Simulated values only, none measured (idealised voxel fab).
process module | voxel ribs on slabs
cross-section cut | 150 nm wide | cells 5 nm
A cross-section is a grid of square cells, given in bands from the top down. A band is one or more rows of cells.
Each band's line starts with the height of the band's top and of its bottom, in nm. Then come its materials from left to right, each with its width in nm. One material with "throughout" fills the band from edge to edge. "air" is empty space.
Height 0 is the level under which the wafer as received is all one material. The lowest band goes on downwards, as in "0 down".
A width such as "30 to 40" changes by the same amount from each row of cells to the next, from the band's top row to its bottom row.
"no change" after a step means that no cell of the cross-section changed.
closed voids: empty space of 8 cells or more with no open way to the top, each as width x height at its distance from the left edge, in nm
after a step's settings: what the simulator itself notes on the step
overlay nm, on a step with a mask: how far to the right of its planned place the mask lay; to the left if negative
plan
1 op RECEIVE | material Si
2 op DIRECTIONAL_DEP | material SiO2 | thk nm 25
3 op DIRECTIONAL_DEP | material polySi | thk nm 15
4 op DIRECTIONAL_DEP | material aC | thk nm 10
5 op PATTERN | tone cover | mask id RIB | material resist | width nm 25 | thk nm 25 | overlay nm 0
6 op DIRECTIONAL_ETCH | etch materials aC | depth nm 10
7 op STRIP | etch materials resist
8 op DIRECTIONAL_ETCH | etch materials polySi | depth nm 10
9 op STRIP | etch materials aC
10 op PATTERN | tone cover | mask id SLAB | material resist | width nm 85 | thk nm 20 | overlay nm 0
11 op DIRECTIONAL_ETCH | etch materials polySi | depth nm 5
12 op STRIP | etch materials resist
13 op FILL_DEP | material SiO2 | thk nm 25
14 op CMP | height nm 60
15 op DIRECTIONAL_DEP | material W | thk nm 5
16 op DIRECTIONAL_DEP | material aC | thk nm 15
17 op PATTERN | tone cover | mask id HEATER | material resist | width nm 35 | thk nm 30 | overlay nm 0
18 op DIRECTIONAL_ETCH | etch materials aC | depth nm 15
19 op STRIP | etch materials resist
20 op DIRECTIONAL_ETCH | etch materials W | depth nm 5
21 op STRIP | etch materials aC
22 op CONFORMAL_DEP | material SiO2 | thk nm 5
first wafer, as planned
as received, after step 1
  0 down: Si throughout
  closed voids: none
after step 2
  25 to 0: SiO2 throughout
  below 0: unchanged
after step 3
  40 to 25: polySi throughout
  below 25: unchanged
after step 4
  50 to 40: aC throughout
  below 40: unchanged
after step 5
  75 to 50: air 60 | resist 25 | air 65
  below 50: unchanged
after step 6
  65 to 50: air 60 | resist 25 | air 65
  50 to 40: air 60 | aC 25 | air 65
  below 40: unchanged
after step 7
  50 to 40: air 60 | aC 25 | air 65
  below 40: unchanged
after step 8
  50 to 40: air 60 | aC 25 | air 65
  40 to 30: air 60 | polySi 25 | air 65
  below 30: unchanged
after step 9
  40 to 30: air 60 | polySi 25 | air 65
  below 30: unchanged
after step 10
  60 to 40: air 30 | resist 85 | air 35
  40 to 30: air 30 | resist 30 | polySi 25 | resist 30 | air 35
  below 30: unchanged
after step 11
  60 to 40: air 30 | resist 85 | air 35
  40 to 30: air 30 | resist 30 | polySi 25 | resist 30 | air 35
  30 to 25: air 30 | polySi 85 | air 35
  below 25: unchanged
after step 12
  40 to 30: air 60 | polySi 25 | air 65
  below 30: unchanged
after step 13
  65 to 40: SiO2 throughout
  40 to 30: SiO2 60 | polySi 25 | SiO2 65
  30 to 25: SiO2 30 | polySi 85 | SiO2 35
  below 25: unchanged
after step 14
  60 to 40: SiO2 throughout
  below 40: unchanged
after step 15
  65 to 60: W throughout
  below 60: unchanged
after step 16
  80 to 65: aC throughout
  below 65: unchanged
after step 17
  110 to 80: air 55 | resist 35 | air 60
  below 80: unchanged
after step 18
  95 to 80: air 55 | resist 35 | air 60
  80 to 65: air 55 | aC 35 | air 60
  below 65: unchanged
after step 19
  80 to 65: air 55 | aC 35 | air 60
  below 65: unchanged
after step 20
  80 to 65: air 55 | aC 35 | air 60
  65 to 60: air 55 | W 35 | air 60
  below 60: unchanged
after step 21
  65 to 60: air 55 | W 35 | air 60
  below 60: unchanged
after step 22
  70 to 65: air 50 | SiO2 45 | air 55
  65 to 60: SiO2 55 | W 35 | SiO2 60
  below 60: unchanged
second wafer: like start, like plan, one mistake. Through step 21 it matches the first wafer
when step 22 should have ended: no change
what went wrong: step 22 was left out
at the end the second wafer has, in cells: 32 fewer of SiO2
